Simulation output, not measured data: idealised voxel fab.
Presented below is a process module, voxel lift off.
Square cell edge 5 nm, section width 200 nm, ID cut.
We lay out every cross-section as a grid of square cells and spell it out in bands from the top down, where one band means one or more rows of cells.
Heights first: top, then bottom, in nm. Then materials, left to right, each with a width in nm. "throughout" on a single material: fills the band edge to edge. "empty": empty space.
Measure heights from 0. That's the level where, below it, the as-received wafer is all one material. The lowest band is bottomless and extends downward; write it as in "from 0 down".
The width entry "30->40" should be interpreted row by row: the top row of cells in the band takes the first number, the bottom row takes the second number, and the change between adjacent rows is uniform throughout.
You'll sometimes find "nothing different" written for a step, and that's the way of saying that nowhere in the cross-section did a cell change during that step.
Any empty space of 8 cells or more lacking an open way to the top shows up in "Trapped voids" as width x height at distance, distance from the left edge, in nm.
Step line, after settings: the simulator's comment on this step.
The line of a step may include "overlay nm". On a step with a mask, this value is how far to the right of its planned place the mask lay. A negative value means the mask lay to the left.
## Here's what the planned process steps look like
- 1: op RECEIVE | material Si
- 2: op CONFORMAL_DEP | material SiN | thk nm 10
- 3: op PATTERN | tone open | mask id LINES | material resist | width nm 15 | pitch nm 40 | thk nm 30 | overlay nm 0
- 4: op DIRECTIONAL_DEP | material Ru | thk nm 15
- 5: op STRIP | etch materials resist
- 6: op CONFORMAL_DEP | material SiO2 | thk nm 10
## Cross-section of the wafer at receipt, which is the condition after step 1
> from 0 down  Si throughout
> Trapped voids: none
## End-of-module cross-section. Starting structure and process plan as above; one mistake made in running it
> from 35 to 25  empty: 55 | SiO2: 85 | empty: 60
> from 25 to 20  empty: 55 | SiO2: 10 | Ru: 25 | SiO2: 15 | Ru: 25 | SiO2: 10 | empty: 60
> from 20 to 10  SiO2: 65 | Ru: 25 | SiO2: 15 | Ru: 25 | SiO2: 70
> from 10 to 0  SiN throughout
> from 0 down  Si throughout
> Trapped voids: none
It is concluded that the wafer was processed incorrectly with respect to the plan, in that so step 3 ended up running with a different setting than we planned, it ran as op PATTERN | tone open | mask id LINES | material resist | width nm 25 | pitch nm 40 | thk nm 30 | overlay nm 0
